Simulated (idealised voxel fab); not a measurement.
Process module in this document: voxel double patterning
Cross-section cut spans 290 nm and uses square cells 5 nm in size.
Square cells in a grid make up a cross-section in this document, and the grid is given as bands, listed from the top down, each one or more rows of cells. The entry gives the band's vertical extent as a top height and a bottom height in nm, then its horizontal make-up as materials from left to right, each with a width in nm. "blank" stands for empty space; a single material marked "throughout" fills the band edge to edge. Ref level 0: as-received wafer is one material below here. Bottom band extends down with no lower bound ("0..down"). So if you see something like "30..40" for the width, read it as the top row of the band sitting at the first number and the bottom row at the second, with every row in between moving by the same amount as the last. "no modification" (step): cross-section cells unchanged, all of them. "Fully enclosed voids" enumerates empty spaces isolated from the top, with no open way to it, that contain at least 8 cells, giving each as width x height at distance from the left edge, all three in nm. Note: text after step settings on the step line = simulator remark on that step. "overlay nm" on a masked step: distance the mask lay right of its planned place, negative for left.
# Intended process steps
step 1: RECEIVE [material Si]
step 2: CONFORMAL_DEP [material SiO2] [thk nm 5]
step 3: DIRECTIONAL_DEP [material TiN] [thk nm 20]
step 4: DIRECTIONAL_DEP [material SiCN] [thk nm 10]
step 5: DIRECTIONAL_DEP [material aC] [thk nm 10]
step 6: PATTERN [tone open] [mask id FIRST] [material resist] [width nm 15] [pitch nm 50] [thk nm 25] [overlay nm 0]
step 7: DIRECTIONAL_ETCH [etch materials aC] [depth nm 10]
step 8: STRIP [etch materials resist]
step 9: DIRECTIONAL_ETCH [etch materials SiCN] [depth nm 10]
step 10: STRIP [etch materials aC]
step 11: DIRECTIONAL_DEP [material aC] [thk nm 15]
step 12: PATTERN [tone open] [mask id SECOND] [material resist] [width nm 15] [pitch nm 50] [thk nm 35] [overlay nm 0]
step 13: DIRECTIONAL_ETCH [etch materials aC] [depth nm 15]
step 14: STRIP [etch materials resist]
step 15: DIRECTIONAL_ETCH [etch materials SiCN] [depth nm 10]
step 16: STRIP [etch materials aC]
step 17: DIRECTIONAL_ETCH [etch materials TiN] [depth nm 20]
step 18: STRIP [etch materials SiCN]
# First wafer of two (run as planned)
# Cross-section: wafer on arrival = after step 1
  0..down = Si throughout
  Fully enclosed voids: none
# Cross-section through the wafer, step 2 finished
  5..0 = SiO2 throughout
  Everything under 0 stays put, no change at all.
# Cross-section through the wafer, step 3 finished
  25..5 = TiN throughout
  Everything under 5 stays put, no change at all.
# Cross-section through the wafer, step 4 finished
  35..25 = SiCN throughout
  Everything under 25 stays put, no change at all.
# Cross-section through the wafer, step 5 finished
  45..35 = aC throughout
  Everything under 35 stays put, no change at all.
# Cross-section through the wafer, step 6 finished
  70..45 = 85 nm resist, 15 nm blank, 35 nm resist, 15 nm blank, 35 nm resist, 15 nm blank, 90 nm resist
  Everything under 45 stays put, no change at all.
# Cross-section through the wafer, step 7 finished
  60..45 = 85 nm resist, 15 nm blank, 35 nm resist, 15 nm blank, 35 nm resist, 15 nm blank, 90 nm resist
  45..35 = 85 nm aC, 15 nm blank, 35 nm aC, 15 nm blank, 35 nm aC, 15 nm blank, 90 nm aC
  Everything under 35 stays put, no change at all.
# Cross-section through the wafer, step 8 finished
  45..35 = 85 nm aC, 15 nm blank, 35 nm aC, 15 nm blank, 35 nm aC, 15 nm blank, 90 nm aC
  Everything under 35 stays put, no change at all.
# Cross-section through the wafer, step 9 finished
  45..35 = 85 nm aC, 15 nm blank, 35 nm aC, 15 nm blank, 35 nm aC, 15 nm blank, 90 nm aC
  35..25 = 85 nm SiCN, 15 nm blank, 35 nm SiCN, 15 nm blank, 35 nm SiCN, 15 nm blank, 90 nm SiCN
  Everything under 25 stays put, no change at all.
# Cross-section through the wafer, step 10 finished
  35..25 = 85 nm SiCN, 15 nm blank, 35 nm SiCN, 15 nm blank, 35 nm SiCN, 15 nm blank, 90 nm SiCN
  Everything under 25 stays put, no change at all.
# Cross-section through the wafer, step 11 finished
  50..40 = 85 nm aC, 15 nm blank, 35 nm aC, 15 nm blank, 35 nm aC, 15 nm blank, 90 nm aC
  40..35 = aC throughout
  35..25 = 85 nm SiCN, 15 nm aC, 35 nm SiCN, 15 nm aC, 35 nm SiCN, 15 nm aC, 90 nm SiCN
  Everything under 25 stays put, no change at all.
# Cross-section through the wafer, step 12 finished
  85..50 = 110 nm resist, 15 nm blank, 35 nm resist, 15 nm blank, 115 nm resist
  50..40 = 85 nm aC, 15 nm resist, 35 nm aC, 15 nm resist, 35 nm aC, 15 nm resist, 90 nm aC
  Everything under 40 stays put, no change at all.
# Cross-section through the wafer, step 13 finished
  70..50 = 110 nm resist, 15 nm blank, 35 nm resist, 15 nm blank, 115 nm resist
  50..40 = 85 nm aC, 15 nm resist, 10 nm aC, 15 nm blank, 10 nm aC, 15 nm resist, 10 nm aC, 15 nm blank, 10 nm aC, 15 nm resist, 90 nm aC
  40..35 = 110 nm aC, 15 nm blank, 35 nm aC, 15 nm blank, 115 nm aC
  Everything under 35 stays put, no change at all.
# Cross-section through the wafer, step 14 finished
  50..40 = 85 nm aC, 15 nm blank, 10 nm aC, 15 nm blank, 10 nm aC, 15 nm blank, 10 nm aC, 15 nm blank, 10 nm aC, 15 nm blank, 90 nm aC
  Everything under 40 stays put, no change at all.
# Cross-section through the wafer, step 15 finished
  50..40 = 85 nm aC, 15 nm blank, 10 nm aC, 15 nm blank, 10 nm aC, 15 nm blank, 10 nm aC, 15 nm blank, 10 nm aC, 15 nm blank, 90 nm aC
  40..35 = 110 nm aC, 15 nm blank, 35 nm aC, 15 nm blank, 115 nm aC
  35..25 = 85 nm SiCN, 15 nm aC, 10 nm SiCN, 15 nm blank, 10 nm SiCN, 15 nm aC, 10 nm SiCN, 15 nm blank, 10 nm SiCN, 15 nm aC, 90 nm SiCN
  Everything under 25 stays put, no change at all.
# Cross-section through the wafer, step 16 finished
  35..25 = 85 nm SiCN, 15 nm blank, 10 nm SiCN, 15 nm blank, 10 nm SiCN, 15 nm blank, 10 nm SiCN, 15 nm blank, 10 nm SiCN, 15 nm blank, 90 nm SiCN
  Everything under 25 stays put, no change at all.
# Cross-section through the wafer, step 17 finished
  35..25 = 85 nm SiCN, 15 nm blank, 10 nm SiCN, 15 nm blank, 10 nm SiCN, 15 nm blank, 10 nm SiCN, 15 nm blank, 10 nm SiCN, 15 nm blank, 90 nm SiCN
  25..5 = 85 nm TiN, 15 nm blank, 10 nm TiN, 15 nm blank, 10 nm TiN, 15 nm blank, 10 nm TiN, 15 nm blank, 10 nm TiN, 15 nm blank, 90 nm TiN
  Everything under 5 stays put, no change at all.
# Cross-section through the wafer, step 18 finished
  25..5 = 85 nm TiN, 15 nm blank, 10 nm TiN, 15 nm blank, 10 nm TiN, 15 nm blank, 10 nm TiN, 15 nm blank, 10 nm TiN, 15 nm blank, 90 nm TiN
  Everything under 5 stays put, no change at all.
# Second wafer, same starting conditions and recipe as the first, one mistake in executing it, nothing differs from the first up to and including step 1
# Second wafer cross-section, taken as of the time the plan sets for step 2 to be done
  20..0 = TiN throughout
  Everything under 0 stays put, no change at all.
# Second wafer cross-section, taken as of the time the plan sets for step 3 to be done
  25..20 = SiO2 throughout
  Everything under 20 stays put, no change at all.
# Second wafer cross-section, taken as of the time the plan sets for step 4 to be done
  35..25 = SiCN throughout
  Everything under 25 stays put, no change at all.
# Second wafer cross-section, taken as of the time the plan sets for step 5 to be done
  45..35 = aC throughout
  Everything under 35 stays put, no change at all.
# Second wafer cross-section, taken as of the time the plan sets for step 6 to be done
  70..45 = 85 nm resist, 15 nm blank, 35 nm resist, 15 nm blank, 35 nm resist, 15 nm blank, 90 nm resist
  Everything under 45 stays put, no change at all.
# Second wafer cross-section, taken as of the time the plan sets for step 7 to be done
  60..45 = 85 nm resist, 15 nm blank, 35 nm resist, 15 nm blank, 35 nm resist, 15 nm blank, 90 nm resist
  45..35 = 85 nm aC, 15 nm blank, 35 nm aC, 15 nm blank, 35 nm aC, 15 nm blank, 90 nm aC
  Everything under 35 stays put, no change at all.
# Second wafer cross-section, taken as of the time the plan sets for step 8 to be done
  45..35 = 85 nm aC, 15 nm blank, 35 nm aC, 15 nm blank, 35 nm aC, 15 nm blank, 90 nm aC
  Everything under 35 stays put, no change at all.
# Second wafer cross-section, taken as of the time the plan sets for step 9 to be done
  45..35 = 85 nm aC, 15 nm blank, 35 nm aC, 15 nm blank, 35 nm aC, 15 nm blank, 90 nm aC
  35..25 = 85 nm SiCN, 15 nm blank, 35 nm SiCN, 15 nm blank, 35 nm SiCN, 15 nm blank, 90 nm SiCN
  Everything under 25 stays put, no change at all.
# Second wafer cross-section, taken as of the time the plan sets for step 10 to be done
  35..25 = 85 nm SiCN, 15 nm blank, 35 nm SiCN, 15 nm blank, 35 nm SiCN, 15 nm blank, 90 nm SiCN
  Everything under 25 stays put, no change at all.
# Second wafer cross-section, taken as of the time the plan sets for step 11 to be done
  50..40 = 85 nm aC, 15 nm blank, 35 nm aC, 15 nm blank, 35 nm aC, 15 nm blank, 90 nm aC
  40..35 = aC throughout
  35..25 = 85 nm SiCN, 15 nm aC, 35 nm SiCN, 15 nm aC, 35 nm SiCN, 15 nm aC, 90 nm SiCN
  Everything under 25 stays put, no change at all.
# Second wafer cross-section, taken as of the time the plan sets for step 12 to be done
  85..50 = 110 nm resist, 15 nm blank, 35 nm resist, 15 nm blank, 115 nm resist
  50..40 = 85 nm aC, 15 nm resist, 35 nm aC, 15 nm resist, 35 nm aC, 15 nm resist, 90 nm aC
  Everything under 40 stays put, no change at all.
# Second wafer cross-section, taken as of the time the plan sets for step 13 to be done
  70..50 = 110 nm resist, 15 nm blank, 35 nm resist, 15 nm blank, 115 nm resist
  50..40 = 85 nm aC, 15 nm resist, 10 nm aC, 15 nm blank, 10 nm aC, 15 nm resist, 10 nm aC, 15 nm blank, 10 nm aC, 15 nm resist, 90 nm aC
  40..35 = 110 nm aC, 15 nm blank, 35 nm aC, 15 nm blank, 115 nm aC
  Everything under 35 stays put, no change at all.
# Second wafer cross-section, taken as of the time the plan sets for step 14 to be done
  50..40 = 85 nm aC, 15 nm blank, 10 nm aC, 15 nm blank, 10 nm aC, 15 nm blank, 10 nm aC, 15 nm blank, 10 nm aC, 15 nm blank, 90 nm aC
  Everything under 40 stays put, no change at all.
# Second wafer cross-section, taken as of the time the plan sets for step 15 to be done
  50..40 = 85 nm aC, 15 nm blank, 10 nm aC, 15 nm blank, 10 nm aC, 15 nm blank, 10 nm aC, 15 nm blank, 10 nm aC, 15 nm blank, 90 nm aC
  40..35 = 110 nm aC, 15 nm blank, 35 nm aC, 15 nm blank, 115 nm aC
  35..25 = 85 nm SiCN, 15 nm aC, 10 nm SiCN, 15 nm blank, 10 nm SiCN, 15 nm aC, 10 nm SiCN, 15 nm blank, 10 nm SiCN, 15 nm aC, 90 nm SiCN
  Everything under 25 stays put, no change at all.
# Second wafer cross-section, taken as of the time the plan sets for step 16 to be done
  35..25 = 85 nm SiCN, 15 nm blank, 10 nm SiCN, 15 nm blank, 10 nm SiCN, 15 nm blank, 10 nm SiCN, 15 nm blank, 10 nm SiCN, 15 nm blank, 90 nm SiCN
  Everything under 25 stays put, no change at all.
Second wafer cross-section, taken as of the time the plan sets for step 17 to be done: no modification
# Second wafer cross-section, taken as of the time the plan sets for step 18 to be done
  25..20 = SiO2 throughout
  Everything under 20 stays put, no change at all.
Here's what went sideways: steps 2 and 3 were swapped
The second wafer ends with more or fewer cells of some materials than the first, per final count: 60 more of TiN
